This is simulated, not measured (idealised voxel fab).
You're looking at the process module voxel trench capacitor.
FYI the section here is cut, 260 nm wide, cells are 5 nm squares.
When this document writes out a cross-section, it uses a grid of square cells and lists it as bands, beginning at the top and moving down, with a band standing for one or more rows of cells.
Look at the band entry: it leads with the top's height and the bottom's height in nm. Then it lists the materials left to right, with a width in nm for each. The word "everywhere" on a single material says that material fills the band edge to edge. The word "blank" is empty space.
All heights in this document are referenced to 0, defined as the level beneath which the wafer, as received, consists entirely of one material. The lowest band is not bounded below; it extends indefinitely downward and is written in the form "0 -> down".
Graded width ("30..40"): value in top row of band = first number; value in bottom row = second number; row-to-row change constant.
Given "left unchanged" for a step, no cell of the cross-section differs between before and after that step.
Closed empty spaces (no open way to the top) of 8 cells or more are what "Sealed internal cavities" lists, each as width x height at distance from the left edge, nm for all three.
What comes after the settings on a step's line is commentary from the simulator itself on that step.
"overlay nm" on a masked step: distance the mask lay right of its planned place, negative for left.
LISTED BELOW ARE THE PROCESS STEPS AS PLANNED
- 1: RECEIVE (material Si)
- 2: CONFORMAL_DEP (material SiN; thk nm 10)
- 3: DIRECTIONAL_DEP (material aC; thk nm 15)
- 4: PATTERN (tone open; mask id TRENCH; material resist; width nm 30; pitch nm 55; thk nm 30; overlay nm 0)
- 5: DIRECTIONAL_ETCH (etch materials aC; depth nm 15)
- 6: STRIP (etch materials resist)
- 7: DIRECTIONAL_ETCH (etch materials SiN; depth nm 10)
- 8: DIRECTIONAL_ETCH (etch materials Si; depth nm 30)
- 9: STRIP (etch materials aC)
- 10: CONFORMAL_DEP (material HfO2; thk nm 5)
- 11: CONFORMAL_DEP (material TiN; thk nm 5)
- 12: FILL_DEP (material W; thk nm 10)
- 13: CMP (height nm 10)
AS RECEIVED (POST STEP 1): CROSS-SECTION
0 -> down: Si everywhere
Sealed internal cavities: none
THE CROSS-SECTION SHOWN CORRESPONDS TO THE WAFER AT THE CONCLUSION OF THE MODULE. THE INITIAL STRUCTURE AND THE PROCESS PLAN ARE THOSE PRESENTED ABOVE; HOWEVER, ONE MISTAKE OCCURRED IN EXECUTING THE PLAN
10 -> 0: 30 SiN; 5 HfO2; 5 TiN; 10 W; 5 TiN; 5 HfO2; 25 SiN; 5 HfO2; 5 TiN; 10 W; 5 TiN; 5 HfO2; 25 SiN; 5 HfO2; 5 TiN; 10 W; 5 TiN; 5 HfO2; 25 SiN; 5 HfO2; 5 TiN; 10 W; 5 TiN; 5 HfO2; 35 SiN
0 -> -50: 30 Si; 5 HfO2; 5 TiN; 10 W; 5 TiN; 5 HfO2; 25 Si; 5 HfO2; 5 TiN; 10 W; 5 TiN; 5 HfO2; 25 Si; 5 HfO2; 5 TiN; 10 W; 5 TiN; 5 HfO2; 25 Si; 5 HfO2; 5 TiN; 10 W; 5 TiN; 5 HfO2; 35 Si
-50 -> -55: 30 Si; 5 HfO2; 20 TiN; 5 HfO2; 25 Si; 5 HfO2; 20 TiN; 5 HfO2; 25 Si; 5 HfO2; 20 TiN; 5 HfO2; 25 Si; 5 HfO2; 20 TiN; 5 HfO2; 35 Si
-55 -> -60: 30 Si; 30 HfO2; 25 Si; 30 HfO2; 25 Si; 30 HfO2; 25 Si; 30 HfO2; 35 Si
-60 -> down: Si everywhere
Sealed internal cavities: none
The plan and the run diverged here: heads up, step 8 of the plan got done twice
